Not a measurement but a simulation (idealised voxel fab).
process module | voxel capacitor over wiring
cross-section cut | 165 nm wide | cells 5 nm
A cross-section is a grid of square cells, given in bands from the top down. A band is one or more rows of cells.
Each band's line starts with the height of the band's top and of its bottom, in nm. Then come its materials from left to right, each with its width in nm. One material with "throughout" fills the band from edge to edge. "air" is empty space.
Height 0 is the level under which the wafer as received is all one material. The lowest band goes on downwards, as in "0 down".
A width such as "30 to 40" changes by the same amount from each row of cells to the next, from the band's top row to its bottom row.
"no change" after a step means that no cell of the cross-section changed.
closed voids: empty space of 8 cells or more with no open way to the top, each as width x height at its distance from the left edge, in nm
after a step's settings: what the simulator itself notes on the step
overlay nm, on a step with a mask: how far to the right of its planned place the mask lay; to the left if negative
plan
1 op RECEIVE | material Si
2 op CONFORMAL_DEP | material SiO2 | thk nm 10
3 op DIRECTIONAL_DEP | material TiN | thk nm 5
4 op DIRECTIONAL_DEP | material W | thk nm 15
5 op MASKED_ETCH | tone cover | mask id METAL_1 | width nm 25 | pitch nm 75 | etch materials W | depth nm 15 | overlay nm 0
6 op MASKED_ETCH | tone cover | mask id METAL_1 | width nm 25 | pitch nm 75 | etch materials TiN | depth nm 5 | overlay nm 0
7 op FILL_DEP | material lowk | thk nm 5
8 op CMP | height nm 30
9 op CONFORMAL_DEP | material SiCN | thk nm 5
10 op DIRECTIONAL_DEP | material lowk | thk nm 20
11 op PATTERN | tone open | mask id PLUG_1 | material resist | width nm 15 | thk nm 15 | overlay nm 0
12 op DIRECTIONAL_ETCH | etch materials lowk | depth nm 20
13 op DIRECTIONAL_ETCH | etch materials SiCN | depth nm 5
14 op STRIP | etch materials resist
15 op EPI | material Ru | thk nm 10
16 op EPI | material Ru | thk nm 10
17 op EPI | material Ru | thk nm 5
18 op DIRECTIONAL_DEP | material TiN | thk nm 5
19 op DIRECTIONAL_DEP | material HfO2 | thk nm 5
20 op DIRECTIONAL_DEP | material TiN | thk nm 5
21 op PATTERN | tone cover | mask id UPPER_PLATE | material resist | width nm 55 | thk nm 15 | overlay nm 0
22 op DIRECTIONAL_ETCH | etch materials TiN | depth nm 5
23 op DIRECTIONAL_ETCH | etch materials HfO2 | depth nm 5
24 op STRIP | etch materials resist
25 op PATTERN | tone cover | mask id LOWER_PLATE | material resist | width nm 65 | thk nm 15 | overlay nm 0
26 op DIRECTIONAL_ETCH | etch materials TiN | depth nm 5
27 op STRIP | etch materials resist
28 op FILL_DEP | material SiO2 | thk nm 15
29 op CMP | height nm 80
30 op PATTERN | tone open | mask id PLUG_2 | material resist | width nm 15 | thk nm 15 | overlay nm 0
31 op DIRECTIONAL_ETCH | etch materials SiO2 | depth nm 10
32 op STRIP | etch materials resist
33 op CONFORMAL_DEP | material TiN | thk nm 5
34 op FILL_DEP | material Ru | thk nm 5
35 op CMP | height nm 80
36 op CONFORMAL_DEP | material SiCN | thk nm 5
as received, after step 1
  0 down: Si throughout
  closed voids: none
a wafer at the end: this start, this plan, one mistake
  85 to 80: SiCN throughout
  80 to 75: SiO2 50 | TiN 5 | Ru 5 | TiN 5 | SiO2 100
  75 to 65: SiO2 50 to 40 | TiN 15 to 55 | SiO2 100 to 70
  65 to 60: SiO2 40 | HfO2 55 | SiO2 70
  60 to 55: SiO2 35 | TiN 65 | SiO2 65
  55 to 35: lowk 40 | Ru 15 | lowk 110
  35 to 30: SiCN 40 | Ru 15 | SiCN 110
  30 to 15: lowk 30 | W 25 | lowk 50 | W 25 | lowk 35
  15 to 10: lowk 25 | TiN 35 | lowk 40 | TiN 35 | lowk 30
  10 to 0: SiO2 throughout
  0 down: Si throughout
  closed voids: none
what went wrong: step 6 ran as: op MASKED_ETCH | tone cover | mask id METAL_1 | width nm 35 | pitch nm 75 | etch materials TiN | depth nm 5 | overlay nm 0
